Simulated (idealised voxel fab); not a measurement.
The document below concerns the process module designated voxel transistor to metal.
cross-section cut | 165 nm wide | cells 5 nm
How to read a cross-section here: the picture is a grid of square cells, written as bands going from the top down, and any band can span one or more rows of cells.
Look at the band entry: it leads with the top's height and the bottom's height in nm. Then it lists the materials left to right, with a width in nm for each. The word "everywhere" on a single material says that material fills the band edge to edge. The word "air" is empty space.
Heights are reckoned from 0. Under this level, the received wafer is all of one material. The bottommost band is open-ended downward, for example "0 and below".
With a width like "30 to 40", each row of cells in the band differs from the next by the same amount, the top row carrying the first number and the bottom row the second.
The designation "remains unaltered", where it is given for a processing step, indicates that no cell of the cross-section was altered in the course of that step.
"Closed empty spaces" specifies each empty space that is not open to the top and that occupies no fewer than 8 cells, using the form width x height at distance, the distance measured from the left edge and all three quantities in nm.
Whatever follows a step's settings on its line is a remark the simulator itself makes about that step.
For masked steps, "overlay nm" on the step line gives how far right of plan the mask actually lay; a minus sign means it lay to the left.
The process steps that were planned are listed below
1: RECEIVE | material Si
2: OXIDIZE | depth nm 5
3: CONFORMAL_DEP | material SiN | thk nm 15
4: DIRECTIONAL_DEP | material aC | thk nm 10
5: PATTERN | tone cover | mask id ACTIVE | material resist | width nm 115 | thk nm 30 | overlay nm 0
6: DIRECTIONAL_ETCH | etch materials aC | depth nm 10
7: STRIP | etch materials resist
8: DIRECTIONAL_ETCH | etch materials SiN | depth nm 15
9: DIRECTIONAL_ETCH | etch materials SiO2 | depth nm 5
10: DIRECTIONAL_ETCH | etch materials Si | depth nm 20
11: STRIP | etch materials aC
12: OXIDIZE | depth nm 5
13: FILL_DEP | material SiO2 | thk nm 15
14: CMP | height nm 15
15: SELECTIVE_ETCH | etch materials SiO2 | depth nm 10
16: STRIP | etch materials SiN
17: SELECTIVE_ETCH | etch materials SiO2 | depth nm 5
18: OXIDIZE | depth nm 5
19: DIRECTIONAL_DEP | material polySi | thk nm 20
20: DIRECTIONAL_DEP | material SiCN | thk nm 15
21: MASKED_ETCH | tone cover | mask id GATE | width nm 25 | etch materials SiCN | depth nm 25 | overlay nm 0
22: MASKED_ETCH | tone cover | mask id GATE | width nm 25 | etch materials polySi | depth nm 30 | overlay nm 0
23: CONFORMAL_DEP | material SiO2 | thk nm 5
24: DIRECTIONAL_ETCH | etch materials SiO2 | depth nm 5
25: CONFORMAL_DEP | material SiN | thk nm 5
26: DIRECTIONAL_ETCH | etch materials SiN | depth nm 5
27: DIRECTIONAL_ETCH | etch materials SiO2 | depth nm 5
28: DIRECTIONAL_ETCH | etch materials Si | depth nm 5
29: EPI | material SiGe | thk nm 10
30: FILL_DEP | material SiO2 | thk nm 5
31: CMP | height nm 15
32: STRIP | etch materials polySi
33: SELECTIVE_ETCH | etch materials SiO2 | depth nm 5
34: CONFORMAL_DEP | material HfO2 | thk nm 5
35: CONFORMAL_DEP | material TiN | thk nm 5
36: FILL_DEP | material W | thk nm 5
37: CMP | height nm 10
38: DIRECTIONAL_DEP | material SiO2 | thk nm 15
39: PATTERN | tone open | mask id CONTACT | material resist | width nm 15 | pitch nm 80 | thk nm 15 | overlay nm 0
40: DIRECTIONAL_ETCH | etch materials SiO2 | depth nm 30
41: STRIP | etch materials resist
42: CONFORMAL_DEP | material TiN | thk nm 5
43: FILL_DEP | material Ru | thk nm 5
44: CMP | height nm 25
45: DIRECTIONAL_DEP | material TiN | thk nm 5
46: DIRECTIONAL_DEP | material Ru | thk nm 15
47: MASKED_ETCH | tone cover | mask id METAL_1 | width nm 15 | pitch nm 80 | etch materials Ru | depth nm 15 | overlay nm 0
48: MASKED_ETCH | tone cover | mask id METAL_1 | width nm 15 | pitch nm 80 | etch materials TiN | depth nm 5 | overlay nm 0
49: CONFORMAL_DEP | material SiN | thk nm 5
50: FILL_DEP | material SiO2 | thk nm 5
51: CMP | height nm 45
52: CONFORMAL_DEP | material SiCN | thk nm 5
53: DIRECTIONAL_DEP | material SiO2 | thk nm 35
54: PATTERN | tone open | mask id METAL_2 | material resist | width nm 15 | pitch nm 80 | thk nm 20 | overlay nm 0
55: DIRECTIONAL_ETCH | etch materials SiO2 | depth nm 20
56: STRIP | etch materials resist
57: PATTERN | tone open | mask id METAL_2_HOLES | material resist | width nm 15 | pitch nm 80 | thk nm 15 | overlay nm 0
58: DIRECTIONAL_ETCH | etch materials SiO2 | depth nm 15
59: DIRECTIONAL_ETCH | etch materials SiCN | depth nm 5
60: STRIP | etch materials resist
61: CONFORMAL_DEP | material TiN | thk nm 5
62: FILL_DEP | material Cu | thk nm 5
63: CMP | height nm 85
64: CONFORMAL_DEP | material SiCN | thk nm 5
First of two wafers: run as planned
Delivered wafer in cross-section: state after step 1
	0 and below | Si everywhere
	Closed empty spaces: none
Upon completion of step 2, the wafer appears in cross-section as shown
	0 down to -5 | SiO2 everywhere
	Nothing below the height -5 has changed.
Upon completion of step 3, the wafer appears in cross-section as shown
	15 down to 0 | SiN everywhere
	Nothing below the height 0 has changed.
Upon completion of step 4, the wafer appears in cross-section as shown
	25 down to 15 | aC everywhere
	Nothing below the height 15 has changed.
Upon completion of step 5, the wafer appears in cross-section as shown
	55 down to 25 | air=25; resist=115; air=25
	Nothing below the height 25 has changed.
Upon completion of step 6, the wafer appears in cross-section as shown
	45 down to 25 | air=25; resist=115; air=25
	25 down to 15 | air=25; aC=115; air=25
	Nothing below the height 15 has changed.
Upon completion of step 7, the wafer appears in cross-section as shown
	25 down to 15 | air=25; aC=115; air=25
	Nothing below the height 15 has changed.
Upon completion of step 8, the wafer appears in cross-section as shown
	25 down to 15 | air=25; aC=115; air=25
	15 down to 0 | air=25; SiN=115; air=25
	Nothing below the height 0 has changed.
Upon completion of step 9, the wafer appears in cross-section as shown
	25 down to 15 | air=25; aC=115; air=25
	15 down to 0 | air=25; SiN=115; air=25
	0 down to -5 | air=25; SiO2=115; air=25
	Nothing below the height -5 has changed.
Upon completion of step 10, the wafer appears in cross-section as shown
	25 down to 15 | air=25; aC=115; air=25
	15 down to 0 | air=25; SiN=115; air=25
	0 down to -5 | air=25; SiO2=115; air=25
	-5 down to -25 | air=25; Si=115; air=25
	Nothing below the height -25 has changed.
Upon completion of step 11, the wafer appears in cross-section as shown
	15 down to 0 | air=25; SiN=115; air=25
	Nothing below the height 0 has changed.
Upon completion of step 12, the wafer appears in cross-section as shown
	15 down to 0 | air=25; SiN=115; air=25
	0 down to -5 | air=25; SiO2=115; air=25
	-5 down to -25 | air=25; SiO2=5; Si=105; SiO2=5; air=25
	-25 down to -30 | SiO2=30; Si=105; SiO2=30
	Nothing below the height -30 has changed.
Upon completion of step 13, the wafer appears in cross-section as shown
	30 down to 15 | SiO2 everywhere
	15 down to 0 | SiO2=25; SiN=115; SiO2=25
	0 down to -5 | SiO2 everywhere
	-5 down to -30 | SiO2=30; Si=105; SiO2=30
	Nothing below the height -30 has changed.
Upon completion of step 14, the wafer appears in cross-section as shown
	15 down to 0 | SiO2=25; SiN=115; SiO2=25
	Nothing below the height 0 has changed.
Upon completion of step 15, the wafer appears in cross-section as shown
	15 down to 5 | air=25; SiN=115; air=25
	Nothing below the height 5 has changed.
Upon completion of step 16, the wafer appears in cross-section as shown
	5 down to 0 | SiO2=25; air=115; SiO2=25
	Nothing below the height 0 has changed.
Upon completion of step 17, the wafer appears in cross-section as shown
	0 down to -5 | SiO2=20; air=125; SiO2=20
	Nothing below the height -5 has changed.
Upon completion of step 18, the wafer appears in cross-section as shown
	0 down to -5 | SiO2=20; air=125; SiO2=20
	-5 down to -10 | SiO2 everywhere
	Nothing below the height -10 has changed.
Upon completion of step 19, the wafer appears in cross-section as shown
	20 down to 15 | polySi=20; air=125; polySi=20
	15 down to 0 | polySi everywhere
	0 down to -5 | SiO2=20; polySi=125; SiO2=20
	Nothing below the height -5 has changed.
Upon completion of step 20, the wafer appears in cross-section as shown
	35 down to 30 | SiCN=20; air=125; SiCN=20
	30 down to 20 | SiCN everywhere
	20 down to 15 | polySi=20; SiCN=125; polySi=20
	Nothing below the height 15 has changed.
Upon completion of step 21, the wafer appears in cross-section as shown
	30 down to 20 | air=70; SiCN=25; air=70
	20 down to 15 | polySi=20; air=50; SiCN=25; air=50; polySi=20
	Nothing below the height 15 has changed.
Upon completion of step 22, the wafer appears in cross-section as shown
	30 down to 15 | air=70; SiCN=25; air=70
	15 down to 0 | air=70; polySi=25; air=70
	0 down to -5 | SiO2=20; air=50; polySi=25; air=50; SiO2=20
	Nothing below the height -5 has changed.
Upon completion of step 23, the wafer appears in cross-section as shown
	35 down to 30 | air=65; SiO2=35; air=65
	30 down to 15 | air=65; SiO2=5; SiCN=25; SiO2=5; air=65
	15 down to 5 | air=65; SiO2=5; polySi=25; SiO2=5; air=65
	5 down to 0 | SiO2=25; air=40; SiO2=5; polySi=25; SiO2=5; air=40; SiO2=25
	0 down to -5 | SiO2=70; polySi=25; SiO2=70
	Nothing below the height -5 has changed.
Upon completion of step 24, the wafer appears in cross-section as shown
	30 down to 15 | air=65; SiO2=5; SiCN=25; SiO2=5; air=65
	15 down to 0 | air=65; SiO2=5; polySi=25; SiO2=5; air=65
	0 down to -5 | SiO2=25; air=40; SiO2=5; polySi=25; SiO2=5; air=40; SiO2=25
	Nothing below the height -5 has changed.
Upon completion of step 25, the wafer appears in cross-section as shown
	35 down to 30 | air=60; SiN=45; air=60
	30 down to 15 | air=60; SiN=5; SiO2=5; SiCN=25; SiO2=5; SiN=5; air=60
	15 down to 5 | air=60; SiN=5; SiO2=5; polySi=25; SiO2=5; SiN=5; air=60
	5 down to 0 | SiN=30; air=30; SiN=5; SiO2=5; polySi=25; SiO2=5; SiN=5; air=30; SiN=30
	0 down to -5 | SiO2=25; SiN=40; SiO2=5; polySi=25; SiO2=5; SiN=40; SiO2=25
	Nothing below the height -5 has changed.
Upon completion of step 26, the wafer appears in cross-section as shown
	30 down to 15 | air=60; SiN=5; SiO2=5; SiCN=25; SiO2=5; SiN=5; air=60
	15 down to 0 | air=60; SiN=5; SiO2=5; polySi=25; SiO2=5; SiN=5; air=60
	0 down to -5 | SiO2=25; SiN=5; air=30; SiN=5; SiO2=5; polySi=25; SiO2=5; SiN=5; air=30; SiN=5; SiO2=25
	Nothing below the height -5 has changed.
Upon completion of step 27, the wafer appears in cross-section as shown
	30 down to 25 | air=60; SiN=5; air=5; SiCN=25; air=5; SiN=5; air=60
	25 down to 15 | air=60; SiN=5; SiO2=5; SiCN=25; SiO2=5; SiN=5; air=60
	15 down to 0 | air=60; SiN=5; SiO2=5; polySi=25; SiO2=5; SiN=5; air=60
	0 down to -5 | air=25; SiN=5; air=30; SiN=5; SiO2=5; polySi=25; SiO2=5; SiN=5; air=30; SiN=5; air=25
	-5 down to -10 | SiO2=30; air=30; SiO2=45; air=30; SiO2=30
	Nothing below the height -10 has changed.
Upon completion of step 28, the wafer appears in cross-section as shown
	30 down to 25 | air=60; SiN=5; air=5; SiCN=25; air=5; SiN=5; air=60
	25 down to 15 | air=60; SiN=5; SiO2=5; SiCN=25; SiO2=5; SiN=5; air=60
	15 down to 0 | air=60; SiN=5; SiO2=5; polySi=25; SiO2=5; SiN=5; air=60
	0 down to -5 | air=25; SiN=5; air=30; SiN=5; SiO2=5; polySi=25; SiO2=5; SiN=5; air=30; SiN=5; air=25
	-5 down to -10 | SiO2=30; air=30; SiO2=45; air=30; SiO2=30
	-10 down to -15 | SiO2=30; air=30; Si=45; air=30; SiO2=30
	Nothing below the height -15 has changed.
Upon completion of step 29, the wafer appears in cross-section as shown
	30 down to 25 | air=60; SiN=5; air=5; SiCN=25; air=5; SiN=5; air=60
	25 down to 15 | air=60; SiN=5; SiO2=5; SiCN=25; SiO2=5; SiN=5; air=60
	15 down to 0 | air=60; SiN=5; SiO2=5; polySi=25; SiO2=5; SiN=5; air=60
	0 down to -5 | air=25; SiN=5; air=20; SiGe=10; SiN=5; SiO2=5; polySi=25; SiO2=5; SiN=5; SiGe=10; air=20; SiN=5; air=25
	-5 down to -10 | SiO2=30; SiGe=30; SiO2=45; SiGe=30; SiO2=30
	-10 down to -15 | SiO2=30; SiGe=30; Si=45; SiGe=30; SiO2=30
	Nothing below the height -15 has changed.
Upon completion of step 30, the wafer appears in cross-section as shown
	35 down to 30 | SiO2 everywhere
	30 down to 15 | SiO2=60; SiN=5; SiO2=5; SiCN=25; SiO2=5; SiN=5; SiO2=60
	15 down to 0 | SiO2=60; SiN=5; SiO2=5; polySi=25; SiO2=5; SiN=5; SiO2=60
	0 down to -5 | SiO2=25; SiN=5; SiO2=20; SiGe=10; SiN=5; SiO2=5; polySi=25; SiO2=5; SiN=5; SiGe=10; SiO2=20; SiN=5; SiO2=25
	Nothing below the height -5 has changed.
Upon completion of step 31, the wafer appears in cross-section as shown
	15 down to 0 | SiO2=60; SiN=5; SiO2=5; polySi=25; SiO2=5; SiN=5; SiO2=60
	Nothing below the height 0 has changed.
Upon completion of step 32, the wafer appears in cross-section as shown
	15 down to 0 | SiO2=60; SiN=5; SiO2=5; air=25; SiO2=5; SiN=5; SiO2=60
	0 down to -5 | SiO2=25; SiN=5; SiO2=20; SiGe=10; SiN=5; SiO2=5; air=25; SiO2=5; SiN=5; SiGe=10; SiO2=20; SiN=5; SiO2=25
	Nothing below the height -5 has changed.
Upon completion of step 33, the wafer appears in cross-section as shown
	15 down to 10 | air=60; SiN=5; air=35; SiN=5; air=60
	10 down to 0 | SiO2=60; SiN=5; air=35; SiN=5; SiO2=60
	0 down to -5 | SiO2=25; SiN=5; SiO2=20; SiGe=10; SiN=5; air=35; SiN=5; SiGe=10; SiO2=20; SiN=5; SiO2=25
	-5 down to -10 | SiO2=30; SiGe=30; SiO2=5; air=35; SiO2=5; SiGe=30; SiO2=30
	Nothing below the height -10 has changed.
Upon completion of step 34, the wafer appears in cross-section as shown
	20 down to 15 | air=55; HfO2=15; air=25; HfO2=15; air=55
	15 down to 10 | HfO2=60; SiN=5; HfO2=5; air=25; HfO2=5; SiN=5; HfO2=60
	10 down to 0 | SiO2=60; SiN=5; HfO2=5; air=25; HfO2=5; SiN=5; SiO2=60
	0 down to -5 | SiO2=25; SiN=5; SiO2=20; SiGe=10; SiN=5; HfO2=5; air=25; HfO2=5; SiN=5; SiGe=10; SiO2=20; SiN=5; SiO2=25
	-5 down to -10 | SiO2=30; SiGe=30; SiO2=5; HfO2=35; SiO2=5; SiGe=30; SiO2=30
	Nothing below the height -10 has changed.
Upon completion of step 35, the wafer appears in cross-section as shown
	25 down to 20 | air=50; TiN=25; air=15; TiN=25; air=50
	20 down to 15 | TiN=55; HfO2=15; TiN=5; air=15; TiN=5; HfO2=15; TiN=55
	15 down to 10 | HfO2=60; SiN=5; HfO2=5; TiN=5; air=15; TiN=5; HfO2=5; SiN=5; HfO2=60
	10 down to 0 | SiO2=60; SiN=5; HfO2=5; TiN=5; air=15; TiN=5; HfO2=5; SiN=5; SiO2=60
	0 down to -5 | SiO2=25; SiN=5; SiO2=20; SiGe=10; SiN=5; HfO2=5; TiN=25; HfO2=5; SiN=5; SiGe=10; SiO2=20; SiN=5; SiO2=25
	Nothing below the height -5 has changed.
Upon completion of step 36, the wafer appears in cross-section as shown
	30 down to 25 | W everywhere
	25 down to 20 | W=50; TiN=25; W=15; TiN=25; W=50
	20 down to 15 | TiN=55; HfO2=15; TiN=5; W=15; TiN=5; HfO2=15; TiN=55
	15 down to 10 | HfO2=60; SiN=5; HfO2=5; TiN=5; W=15; TiN=5; HfO2=5; SiN=5; HfO2=60
	10 down to 0 | SiO2=60; SiN=5; HfO2=5; TiN=5; W=15; TiN=5; HfO2=5; SiN=5; SiO2=60
	Nothing below the height 0 has changed.
Upon completion of step 37, the wafer appears in cross-section as shown
	10 down to 0 | SiO2=60; SiN=5; HfO2=5; TiN=5; W=15; TiN=5; HfO2=5; SiN=5; SiO2=60
	Nothing below the height 0 has changed.
Upon completion of step 38, the wafer appears in cross-section as shown
	25 down to 10 | SiO2 everywhere
	Nothing below the height 10 has changed.
Upon completion of step 39, the wafer appears in cross-section as shown
	40 down to 25 | resist=35; air=15; resist=65; air=15; resist=35
	Nothing below the height 25 has changed.
Upon completion of step 40, the wafer appears in cross-section as shown
	40 down to 25 | resist=35; air=15; resist=65; air=15; resist=35
	25 down to 10 | SiO2=35; air=15; SiO2=65; air=15; SiO2=35
	10 down to 0 | SiO2=35; air=15; SiO2=10; SiN=5; HfO2=5; TiN=5; W=15; TiN=5; HfO2=5; SiN=5; SiO2=10; air=15; SiO2=35
	0 down to -5 | SiO2=25; SiN=5; SiO2=5; air=15; SiGe=10; SiN=5; HfO2=5; TiN=25; HfO2=5; SiN=5; SiGe=10; air=15; SiO2=5; SiN=5; SiO2=25
	Nothing below the height -5 has changed.
Upon completion of step 41, the wafer appears in cross-section as shown
	25 down to 10 | SiO2=35; air=15; SiO2=65; air=15; SiO2=35
	Nothing below the height 10 has changed.
Upon completion of step 42, the wafer appears in cross-section as shown
	30 down to 25 | TiN=40; air=5; TiN=75; air=5; TiN=40
	25 down to 10 | SiO2=35; TiN=5; air=5; TiN=5; SiO2=65; TiN=5; air=5; TiN=5; SiO2=35
	10 down to 0 | SiO2=35; TiN=5; air=5; TiN=5; SiO2=10; SiN=5; HfO2=5; TiN=5; W=15; TiN=5; HfO2=5; SiN=5; SiO2=10; TiN=5; air=5; TiN=5; SiO2=35
	0 down to -5 | SiO2=25; SiN=5; SiO2=5; TiN=15; SiGe=10; SiN=5; HfO2=5; TiN=25; HfO2=5; SiN=5; SiGe=10; TiN=15; SiO2=5; SiN=5; SiO2=25
	Nothing below the height -5 has changed.
Upon completion of step 43, the wafer appears in cross-section as shown
	35 down to 30 | Ru everywhere
	30 down to 25 | TiN=40; Ru=5; TiN=75; Ru=5; TiN=40
	25 down to 10 | SiO2=35; TiN=5; Ru=5; TiN=5; SiO2=65; TiN=5; Ru=5; TiN=5; SiO2=35
	10 down to 0 | SiO2=35; TiN=5; Ru=5; TiN=5; SiO2=10; SiN=5; HfO2=5; TiN=5; W=15; TiN=5; HfO2=5; SiN=5; SiO2=10; TiN=5; Ru=5; TiN=5; SiO2=35
	Nothing below the height 0 has changed.
Upon completion of step 44, the wafer appears in cross-section as shown
	25 down to 10 | SiO2=35; TiN=5; Ru=5; TiN=5; SiO2=65; TiN=5; Ru=5; TiN=5; SiO2=35
	Nothing below the height 10 has changed.
Upon completion of step 45, the wafer appears in cross-section as shown
	30 down to 25 | TiN everywhere
	Nothing below the height 25 has changed.
Upon completion of step 46, the wafer appears in cross-section as shown
	45 down to 30 | Ru everywhere
	Nothing below the height 30 has changed.
Upon completion of step 47, the wafer appears in cross-section as shown
	45 down to 30 | air=35; Ru=15; air=65; Ru=15; air=35
	Nothing below the height 30 has changed.
Upon completion of step 48, the wafer appears in cross-section as shown
	45 down to 30 | air=35; Ru=15; air=65; Ru=15; air=35
	30 down to 25 | air=35; TiN=15; air=65; TiN=15; air=35
	Nothing below the height 25 has changed.
Upon completion of step 49, the wafer appears in cross-section as shown
	50 down to 45 | air=30; SiN=25; air=55; SiN=25; air=30
	45 down to 30 | air=30; SiN=5; Ru=15; SiN=5; air=55; SiN=5; Ru=15; SiN=5; air=30
	30 down to 25 | SiN=35; TiN=15; SiN=65; TiN=15; SiN=35
	Nothing below the height 25 has changed.
Upon completion of step 50, the wafer appears in cross-section as shown
	55 down to 50 | SiO2 everywhere
	50 down to 45 | SiO2=30; SiN=25; SiO2=55; SiN=25; SiO2=30
	45 down to 30 | SiO2=30; SiN=5; Ru=15; SiN=5; SiO2=55; SiN=5; Ru=15; SiN=5; SiO2=30
	Nothing below the height 30 has changed.
Upon completion of step 51, the wafer appears in cross-section as shown
	45 down to 30 | SiO2=30; SiN=5; Ru=15; SiN=5; SiO2=55; SiN=5; Ru=15; SiN=5; SiO2=30
	Nothing below the height 30 has changed.
Upon completion of step 52, the wafer appears in cross-section as shown
	50 down to 45 | SiCN everywhere
	Nothing below the height 45 has changed.
Upon completion of step 53, the wafer appears in cross-section as shown
	85 down to 50 | SiO2 everywhere
	Nothing below the height 50 has changed.
Upon completion of step 54, the wafer appears in cross-section as shown
	105 down to 85 | resist=35; air=15; resist=65; air=15; resist=35
	Nothing below the height 85 has changed.
Upon completion of step 55, the wafer appears in cross-section as shown
	105 down to 85 | resist=35; air=15; resist=65; air=15; resist=35
	85 down to 65 | SiO2=35; air=15; SiO2=65; air=15; SiO2=35
	Nothing below the height 65 has changed.
Upon completion of step 56, the wafer appears in cross-section as shown
	85 down to 65 | SiO2=35; air=15; SiO2=65; air=15; SiO2=35
	Nothing below the height 65 has changed.
Upon completion of step 57, the wafer appears in cross-section as shown
	100 down to 85 | resist=35; air=15; resist=65; air=15; resist=35
	Nothing below the height 85 has changed.
Upon completion of step 58, the wafer appears in cross-section as shown
	100 down to 85 | resist=35; air=15; resist=65; air=15; resist=35
	85 down to 50 | SiO2=35; air=15; SiO2=65; air=15; SiO2=35
	Nothing below the height 50 has changed.
Upon completion of step 59, the wafer appears in cross-section as shown
	100 down to 85 | resist=35; air=15; resist=65; air=15; resist=35
	85 down to 50 | SiO2=35; air=15; SiO2=65; air=15; SiO2=35
	50 down to 45 | SiCN=35; air=15; SiCN=65; air=15; SiCN=35
	Nothing below the height 45 has changed.
Upon completion of step 60, the wafer appears in cross-section as shown
	85 down to 50 | SiO2=35; air=15; SiO2=65; air=15; SiO2=35
	Nothing below the height 50 has changed.
Upon completion of step 61, the wafer appears in cross-section as shown
	90 down to 85 | TiN=40; air=5; TiN=75; air=5; TiN=40
	85 down to 50 | SiO2=35; TiN=5; air=5; TiN=5; SiO2=65; TiN=5; air=5; TiN=5; SiO2=35
	50 down to 45 | SiCN=35; TiN=15; SiCN=65; TiN=15; SiCN=35
	Nothing below the height 45 has changed.
Upon completion of step 62, the wafer appears in cross-section as shown
	95 down to 90 | Cu everywhere
	90 down to 85 | TiN=40; Cu=5; TiN=75; Cu=5; TiN=40
	85 down to 50 | SiO2=35; TiN=5; Cu=5; TiN=5; SiO2=65; TiN=5; Cu=5; TiN=5; SiO2=35
	Nothing below the height 50 has changed.
Upon completion of step 63, the wafer appears in cross-section as shown
	85 down to 50 | SiO2=35; TiN=5; Cu=5; TiN=5; SiO2=65; TiN=5; Cu=5; TiN=5; SiO2=35
	Nothing below the height 50 has changed.
Upon completion of step 64, the wafer appears in cross-section as shown
	90 down to 85 | SiCN everywhere
	Nothing below the height 85 has changed.
Second wafer: same start and same plan as the first, one execution error; identical to the first through step 38
Cross-section, second wafer, at the end time the plan gives for step 39
	40 down to 25 | resist=45; air=15; resist=65; air=15; resist=25
	Nothing below the height 25 has changed.
Cross-section, second wafer, at the end time the plan gives for step 40
	40 down to 25 | resist=45; air=15; resist=65; air=15; resist=25
	25 down to 10 | SiO2=45; air=15; SiO2=65; air=15; SiO2=25
	10 down to 0 | SiO2=45; air=15; SiN=5; HfO2=5; TiN=5; W=15; TiN=5; HfO2=5; SiN=5; SiO2=20; air=15; SiO2=25
	0 down to -5 | SiO2=25; SiN=5; SiO2=15; air=5; SiGe=10; SiN=5; HfO2=5; TiN=25; HfO2=5; SiN=5; SiGe=10; SiO2=10; air=10; SiN=5; SiO2=25
	Nothing below the height -5 has changed.
Cross-section, second wafer, at the end time the plan gives for step 41
	25 down to 10 | SiO2=45; air=15; SiO2=65; air=15; SiO2=25
	Nothing below the height 10 has changed.
Cross-section, second wafer, at the end time the plan gives for step 42
	30 down to 25 | TiN=50; air=5; TiN=75; air=5; TiN=30
	25 down to 10 | SiO2=45; TiN=5; air=5; TiN=5; SiO2=65; TiN=5; air=5; TiN=5; SiO2=25
	10 down to 5 | SiO2=45; TiN=5; air=5; TiN=5; SiN=5; HfO2=5; TiN=5; W=15; TiN=5; HfO2=5; SiN=5; SiO2=20; TiN=5; air=5; TiN=5; SiO2=25
	5 down to 0 | SiO2=45; TiN=15; SiN=5; HfO2=5; TiN=5; W=15; TiN=5; HfO2=5; SiN=5; SiO2=20; TiN=15; SiO2=25
	0 down to -5 | SiO2=25; SiN=5; SiO2=15; TiN=5; SiGe=10; SiN=5; HfO2=5; TiN=25; HfO2=5; SiN=5; SiGe=10; SiO2=10; TiN=10; SiN=5; SiO2=25
	Nothing below the height -5 has changed.
Cross-section, second wafer, at the end time the plan gives for step 43
	35 down to 30 | Ru everywhere
	30 down to 25 | TiN=50; Ru=5; TiN=75; Ru=5; TiN=30
	25 down to 10 | SiO2=45; TiN=5; Ru=5; TiN=5; SiO2=65; TiN=5; Ru=5; TiN=5; SiO2=25
	10 down to 5 | SiO2=45; TiN=5; Ru=5; TiN=5; SiN=5; HfO2=5; TiN=5; W=15; TiN=5; HfO2=5; SiN=5; SiO2=20; TiN=5; Ru=5; TiN=5; SiO2=25
	Nothing below the height 5 has changed.
Cross-section, second wafer, at the end time the plan gives for step 44
	25 down to 10 | SiO2=45; TiN=5; Ru=5; TiN=5; SiO2=65; TiN=5; Ru=5; TiN=5; SiO2=25
	Nothing below the height 10 has changed.
Cross-section, second wafer, at the end time the plan gives for step 45
	30 down to 25 | TiN everywhere
	Nothing below the height 25 has changed.
Cross-section, second wafer, at the end time the plan gives for step 46
	45 down to 30 | Ru everywhere
	Nothing below the height 30 has changed.
Cross-section, second wafer, at the end time the plan gives for step 47
	45 down to 30 | air=35; Ru=15; air=65; Ru=15; air=35
	Nothing below the height 30 has changed.
Cross-section, second wafer, at the end time the plan gives for step 48
	45 down to 30 | air=35; Ru=15; air=65; Ru=15; air=35
	30 down to 25 | air=35; TiN=15; air=65; TiN=15; air=35
	Nothing below the height 25 has changed.
Cross-section, second wafer, at the end time the plan gives for step 49
	50 down to 45 | air=30; SiN=25; air=55; SiN=25; air=30
	45 down to 30 | air=30; SiN=5; Ru=15; SiN=5; air=55; SiN=5; Ru=15; SiN=5; air=30
	30 down to 25 | SiN=35; TiN=15; SiN=65; TiN=15; SiN=35
	Nothing below the height 25 has changed.
Cross-section, second wafer, at the end time the plan gives for step 50
	55 down to 50 | SiO2 everywhere
	50 down to 45 | SiO2=30; SiN=25; SiO2=55; SiN=25; SiO2=30
	45 down to 30 | SiO2=30; SiN=5; Ru=15; SiN=5; SiO2=55; SiN=5; Ru=15; SiN=5; SiO2=30
	Nothing below the height 30 has changed.
Cross-section, second wafer, at the end time the plan gives for step 51
	45 down to 30 | SiO2=30; SiN=5; Ru=15; SiN=5; SiO2=55; SiN=5; Ru=15; SiN=5; SiO2=30
	Nothing below the height 30 has changed.
Cross-section, second wafer, at the end time the plan gives for step 52
	50 down to 45 | SiCN everywhere
	Nothing below the height 45 has changed.
Cross-section, second wafer, at the end time the plan gives for step 53
	85 down to 50 | SiO2 everywhere
	Nothing below the height 50 has changed.
Cross-section, second wafer, at the end time the plan gives for step 54
	105 down to 85 | resist=35; air=15; resist=65; air=15; resist=35
	Nothing below the height 85 has changed.
Cross-section, second wafer, at the end time the plan gives for step 55
	105 down to 85 | resist=35; air=15; resist=65; air=15; resist=35
	85 down to 65 | SiO2=35; air=15; SiO2=65; air=15; SiO2=35
	Nothing below the height 65 has changed.
Cross-section, second wafer, at the end time the plan gives for step 56
	85 down to 65 | SiO2=35; air=15; SiO2=65; air=15; SiO2=35
	Nothing below the height 65 has changed.
Cross-section, second wafer, at the end time the plan gives for step 57
	100 down to 85 | resist=35; air=15; resist=65; air=15; resist=35
	Nothing below the height 85 has changed.
Cross-section, second wafer, at the end time the plan gives for step 58
	100 down to 85 | resist=35; air=15; resist=65; air=15; resist=35
	85 down to 50 | SiO2=35; air=15; SiO2=65; air=15; SiO2=35
	Nothing below the height 50 has changed.
Cross-section, second wafer, at the end time the plan gives for step 59
	100 down to 85 | resist=35; air=15; resist=65; air=15; resist=35
	85 down to 50 | SiO2=35; air=15; SiO2=65; air=15; SiO2=35
	50 down to 45 | SiCN=35; air=15; SiCN=65; air=15; SiCN=35
	Nothing below the height 45 has changed.
Cross-section, second wafer, at the end time the plan gives for step 60
	85 down to 50 | SiO2=35; air=15; SiO2=65; air=15; SiO2=35
	Nothing below the height 50 has changed.
Cross-section, second wafer, at the end time the plan gives for step 61
	90 down to 85 | TiN=40; air=5; TiN=75; air=5; TiN=40
	85 down to 50 | SiO2=35; TiN=5; air=5; TiN=5; SiO2=65; TiN=5; air=5; TiN=5; SiO2=35
	50 down to 45 | SiCN=35; TiN=15; SiCN=65; TiN=15; SiCN=35
	Nothing below the height 45 has changed.
Cross-section, second wafer, at the end time the plan gives for step 62
	95 down to 90 | Cu everywhere
	90 down to 85 | TiN=40; Cu=5; TiN=75; Cu=5; TiN=40
	85 down to 50 | SiO2=35; TiN=5; Cu=5; TiN=5; SiO2=65; TiN=5; Cu=5; TiN=5; SiO2=35
	Nothing below the height 50 has changed.
Cross-section, second wafer, at the end time the plan gives for step 63
	85 down to 50 | SiO2=35; TiN=5; Cu=5; TiN=5; SiO2=65; TiN=5; Cu=5; TiN=5; SiO2=35
	Nothing below the height 50 has changed.
Cross-section, second wafer, at the end time the plan gives for step 64
	90 down to 85 | SiCN everywhere
	Nothing below the height 85 has changed.
Finding, execution versus plan: rather than as planned, step 39 actually ran as PATTERN | tone open | mask id CONTACT | material resist | width nm 15 | pitch nm 80 | thk nm 15 | overlay nm 10
Final comparison by cell count, materials where the second wafer has more or fewer than the first: 2 fewer of Ru; 3 more of SiO2; 1 fewer of TiN
